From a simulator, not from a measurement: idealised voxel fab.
The name of this process module is voxel wiring stack.
It is cross-section cut that appears here, measuring 160 nm in width, its square cells being 5 nm in size.
In this document a cross-section is written as a grid of square cells. It is given as a series of bands, listed from the top down, and a band is one or more rows of cells. For a band, the entry starts with two heights in nm, that of the top and then that of the bottom, and carries on with the band's materials in order from left to right, each alongside its width in nm; the word "everywhere" beside a single material means it fills the band edge to edge, and "empty" means empty space. Heights are measured from 0, the level below which the as-received wafer is all one material; the lowest band has no bottom and continues downward, written as in "0 down". Per-row width for "30 to 40": begins at first number (top row of band), ends at second number (bottom row), increment between rows held constant. "nothing changed" means the step left every cell of the cross-section as it was. So "Trapped voids" is basically the list of trapped voids: any empty space of 8 cells or more that can't reach the top through an opening. They're written width x height at distance, the distance being from the left edge, and it's all nm. What comes after the settings on a step's line is commentary from the simulator itself on that step. overlay nm: step with mask; distance mask lay right of planned place; negative value = left of planned place.
## Planned step list for the process
1 RECEIVE,material Si
2 CONFORMAL_DEP,material SiO2,thk nm 15
3 CONFORMAL_DEP,material SiN,thk nm 5
4 DIRECTIONAL_DEP,material SiO2,thk nm 15
5 PATTERN,tone open,mask id METAL_1,material resist,width nm 30,pitch nm 45,thk nm 15,overlay nm 0
6 DIRECTIONAL_ETCH,etch materials SiO2,depth nm 15
7 DIRECTIONAL_ETCH,etch materials SiN,depth nm 5
8 STRIP,etch materials resist
9 CONFORMAL_DEP,material TiN,thk nm 5
10 FILL_DEP,material W,thk nm 10
11 CMP,height nm 35
12 CONFORMAL_DEP,material SiCN,thk nm 5
13 DIRECTIONAL_DEP,material SiO2,thk nm 20
14 PATTERN,tone open,mask id PLUG_1,material resist,width nm 15,thk nm 15,overlay nm 0
15 DIRECTIONAL_ETCH,etch materials SiO2,depth nm 20
16 DIRECTIONAL_ETCH,etch materials SiCN,depth nm 5
17 STRIP,etch materials resist
18 EPI,material Ru,thk nm 10
19 EPI,material Ru,thk nm 10
20 EPI,material Ru,thk nm 5
21 CONFORMAL_DEP,material SiCN,thk nm 5
22 DIRECTIONAL_DEP,material SiO2,thk nm 15
23 PATTERN,tone open,mask id METAL_2,material resist,width nm 30,pitch nm 45,thk nm 20,overlay nm 0
24 DIRECTIONAL_ETCH,etch materials SiO2,depth nm 15
25 DIRECTIONAL_ETCH,etch materials SiCN,depth nm 5
26 STRIP,etch materials resist
27 CONFORMAL_DEP,material TiN,thk nm 5
28 FILL_DEP,material Ru,thk nm 5
29 CMP,height nm 80
30 CONFORMAL_DEP,material SiCN,thk nm 5
31 DIRECTIONAL_DEP,material lowk,thk nm 15
32 PATTERN,tone open,mask id PLUG_2,material resist,width nm 15,thk nm 15,overlay nm 0
33 DIRECTIONAL_ETCH,etch materials lowk,depth nm 15
34 DIRECTIONAL_ETCH,etch materials SiCN,depth nm 5
35 STRIP,etch materials resist
36 CONFORMAL_DEP,material TiN,thk nm 5
37 FILL_DEP,material Ru,thk nm 10
38 CMP,height nm 100
39 CONFORMAL_DEP,material SiN,thk nm 5
40 DIRECTIONAL_DEP,material lowk,thk nm 25
41 PATTERN,tone open,mask id METAL_3,material resist,width nm 30,pitch nm 45,thk nm 15,overlay nm 0
42 DIRECTIONAL_ETCH,etch materials lowk,depth nm 25
43 DIRECTIONAL_ETCH,etch materials SiN,depth nm 5
44 STRIP,etch materials resist
45 CONFORMAL_DEP,material TiN,thk nm 5
46 FILL_DEP,material W,thk nm 10
47 CMP,height nm 130
48 CONFORMAL_DEP,material SiCN,thk nm 5
For this document, wafers share an identical start and vary in the step 32 width nm; the plan quotes the first wafer's value.
## The first of several wafers as received, shown in cross-section; this is its state after step 1
- 0 down = Si everywhere
- Trapped voids: none
## Module end state after final step 48: cross-section of the first of several wafers
- 135 to 130 = SiCN everywhere
- 130 to 105 = lowk 40 nm; TiN 5 nm; W 20 nm; TiN 5 nm; lowk 15 nm; TiN 5 nm; W 20 nm; TiN 5 nm; lowk 45 nm
- 105 to 100 = SiN 40 nm; TiN 30 nm; SiN 15 nm; TiN 30 nm; SiN 45 nm
- 100 to 85 = lowk 40 nm; TiN 5 nm; Ru 5 nm; TiN 5 nm; lowk 105 nm
- 85 to 80 = SiCN 40 nm; TiN 15 nm; SiCN 105 nm
- 80 to 65 = SiO2 40 nm; TiN 5 nm; Ru 20 nm; TiN 5 nm; SiO2 15 nm; TiN 5 nm; Ru 20 nm; TiN 5 nm; SiO2 45 nm
- 65 to 60 = SiCN 40 nm; TiN 30 nm; SiCN 15 nm; TiN 30 nm; SiCN 45 nm
- 60 to 40 = SiO2 40 nm; Ru 15 nm; SiO2 105 nm
- 40 to 35 = SiCN 40 nm; Ru 15 nm; SiCN 105 nm
- 35 to 20 = SiO2 40 nm; TiN 5 nm; W 20 nm; TiN 5 nm; SiO2 15 nm; TiN 5 nm; W 20 nm; TiN 5 nm; SiO2 45 nm
- 20 to 15 = SiN 40 nm; TiN 30 nm; SiN 15 nm; TiN 30 nm; SiN 45 nm
- 15 to 0 = SiO2 everywhere
- 0 down = Si everywhere
- Trapped voids: none
## At the end of the module, the last of several wafers in cross-section
- 135 to 130 = SiCN everywhere
- 130 to 105 = lowk 40 nm; TiN 5 nm; W 20 nm; TiN 5 nm; lowk 15 nm; TiN 5 nm; W 20 nm; TiN 5 nm; lowk 45 nm
- 105 to 100 = SiN 40 nm; TiN 30 nm; SiN 15 nm; TiN 30 nm; SiN 45 nm
- 100 to 85 = lowk 35 nm; TiN 5 nm; Ru 20 nm; TiN 5 nm; lowk 95 nm
- 85 to 80 = SiCN 35 nm; TiN 30 nm; SiCN 95 nm
- 80 to 65 = SiO2 40 nm; TiN 5 nm; Ru 20 nm; TiN 5 nm; SiO2 15 nm; TiN 5 nm; Ru 20 nm; TiN 5 nm; SiO2 45 nm
- 65 to 60 = SiCN 40 nm; TiN 30 nm; SiCN 15 nm; TiN 30 nm; SiCN 45 nm
- 60 to 40 = SiO2 40 nm; Ru 15 nm; SiO2 105 nm
- 40 to 35 = SiCN 40 nm; Ru 15 nm; SiCN 105 nm
- 35 to 20 = SiO2 40 nm; TiN 5 nm; W 20 nm; TiN 5 nm; SiO2 15 nm; TiN 5 nm; W 20 nm; TiN 5 nm; SiO2 45 nm
- 20 to 15 = SiN 40 nm; TiN 30 nm; SiN 15 nm; TiN 30 nm; SiN 45 nm
- 15 to 0 = SiO2 everywhere
- 0 down = Si everywhere
- Trapped voids: none
## Row per wafer, end-of-module: cell gain (+)/loss (-) by material since the wafer came in, then closed voids
width nm 15, +42 Ru, +110 SiCN, +40 SiN, +332 SiO2, +89 TiN, +64 W, +187 lowk, Trapped voids: none
width nm 20, +45 Ru, +109 SiCN, +40 SiN, +332 SiO2, +90 TiN, +64 W, +184 lowk, Trapped voids: none
width nm 25, +48 Ru, +108 SiCN, +40 SiN, +332 SiO2, +91 TiN, +64 W, +181 lowk, Trapped voids: none
width nm 30, +51 Ru, +107 SiCN, +40 SiN, +332 SiO2, +92 TiN, +64 W, +178 lowk, Trapped voids: none
